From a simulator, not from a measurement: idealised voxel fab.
process module | voxel self aligned vias
Cross-section cut spans 275 nm and uses square cells 5 nm in size.
Throughout this document, each cross-section is represented as a grid of square cells and is presented as a sequence of bands enumerated from the top downward, where a band comprises one or more rows of cells.
Per band: top height and bottom height in nm, followed by the left-to-right materials and their widths in nm; "everywhere" marks a single material spanning edge to edge, "air" marks empty space.
Heights are reckoned from 0. Under this level, the received wafer is all of one material. The bottommost band is open-ended downward, for example "0 down".
Width spec "30->40" -> top row of cells at first value, bottom row at second value, equal per-row change in between.
"remained the same" means the step left every cell of the cross-section as it was.
The label "Completely enclosed voids" introduces a list of the empty spaces, 8 cells or larger, that have no open way up to the top; each entry in it reads width x height at distance, where the distance is taken from the left edge and all three are stated in nm.
Anything after a step's settings on that line? It's the simulator's own note about the step.
You can add "overlay nm" to a step's line. For a step with a mask, it describes how far the mask lay to the right of its planned position, and a negative number describes a lay to the left.

THE STEPS PLANNED FOR THE PROCESS ARE AS FOLLOWS
1) RECEIVE [material Si]
2) CONFORMAL_DEP [material SiO2] [thk nm 15]
3) CONFORMAL_DEP [material SiCN] [thk nm 5]
4) DIRECTIONAL_DEP [material lowk] [thk nm 30]
5) DIRECTIONAL_DEP [material aC] [thk nm 10]
6) PATTERN [tone open] [mask id LINES] [material resist] [width nm 25] [pitch nm 75] [thk nm 30] [overlay nm 0]
7) DIRECTIONAL_ETCH [etch materials aC] [depth nm 10]
8) STRIP [etch materials resist]
9) DIRECTIONAL_ETCH [etch materials lowk] [depth nm 30]
10) STRIP [etch materials aC]
11) CONFORMAL_DEP [material TiN] [thk nm 5]
12) FILL_DEP [material Ru] [thk nm 10]
13) CMP [height nm 50]
14) SELECTIVE_ETCH [etch materials W Ru TiN] [depth nm 10]
15) FILL_DEP [material SiN] [thk nm 5]
16) CMP [height nm 50]
17) DIRECTIONAL_DEP [material lowk] [thk nm 20]
18) MASKED_ETCH [tone open] [mask id VIAS] [width nm 45] [pitch nm 75] [etch materials lowk] [depth nm 20] [overlay nm 0]
19) MASKED_ETCH [tone open] [mask id VIAS] [width nm 45] [pitch nm 75] [etch materials SiN] [depth nm 10] [overlay nm 0]
20) CONFORMAL_DEP [material TiN] [thk nm 5]
21) FILL_DEP [material W] [thk nm 5]
22) CMP [height nm 70]
23) CONFORMAL_DEP [material SiCN] [thk nm 5]

STEP 1 COMPLETE: CROSS-SECTION OF THE WAFER AS RECEIVED
    0 down = Si everywhere
    Completely enclosed voids: none

FIRST WAFER AT THE END, AS PLANNED
    75 to 70 = SiCN everywhere
    70 to 55 = 40 lowk | 5 TiN | 35 W | 5 TiN | 30 lowk | 5 TiN | 35 W | 5 TiN | 30 lowk | 5 TiN | 35 W | 5 TiN | 40 lowk
    55 to 45 = 40->50 lowk | 15->5 TiN | 15 W | 15->5 TiN | 30->50 lowk | 15->5 TiN | 15 W | 15->5 TiN | 30->50 lowk | 15->5 TiN | 15 W | 15->5 TiN | 40->50 lowk
    45 to 40 = 50 lowk | 25 TiN | 50 lowk | 25 TiN | 50 lowk | 25 TiN | 50 lowk
    40 to 25 = 50 lowk | 5 TiN | 15 Ru | 5 TiN | 50 lowk | 5 TiN | 15 Ru | 5 TiN | 50 lowk | 5 TiN | 15 Ru | 5 TiN | 50 lowk
    25 to 20 = 50 lowk | 25 TiN | 50 lowk | 25 TiN | 50 lowk | 25 TiN | 50 lowk
    20 to 15 = SiCN everywhere
    15 to 0 = SiO2 everywhere
    0 down = Si everywhere
    Completely enclosed voids: none

SECOND OF TWO WAFERS, MODULE COMPLETE, SECTIONED: IT SHARES THE FIRST WAFER'S START AND PLAN BUT WAS RUN WITH ONE MISTAKE
    75 to 70 = SiCN everywhere
    70 to 55 = 40 lowk | 5 TiN | 35 W | 5 TiN | 30 lowk | 5 TiN | 35 W | 5 TiN | 30 lowk | 5 TiN | 35 W | 5 TiN | 40 lowk
    55 to 50 = 40 lowk | 45 TiN | 30 lowk | 45 TiN | 30 lowk | 45 TiN | 40 lowk
    50 to 40 = 40 SiN | 10 TiN | 25 lowk | 10 TiN | 30 SiN | 10 TiN | 25 lowk | 10 TiN | 30 SiN | 10 TiN | 25 lowk | 10 TiN | 40 SiN
    40 to 25 = 45 Ru | 5 TiN | 25 lowk | 5 TiN | 40 Ru | 5 TiN | 25 lowk | 5 TiN | 40 Ru | 5 TiN | 25 lowk | 5 TiN | 45 Ru
    25 to 20 = 50 TiN | 25 lowk | 50 TiN | 25 lowk | 50 TiN | 25 lowk | 50 TiN
    20 to 15 = SiCN everywhere
    15 to 0 = SiO2 everywhere
    0 down = Si everywhere
    Completely enclosed voids: none
The mistake made against the process plan was this: step 6 was run on a setting that differed from the plan, and what really ran there is PATTERN [tone cover] [mask id LINES] [material resist] [width nm 25] [pitch nm 75] [thk nm 30] [overlay nm 0]
Materials where the second wafer ends with more or fewer cells than the first: 75 more of Ru; 56 more of SiN; 37 more of TiN; 18 fewer of W; 150 fewer of lowk
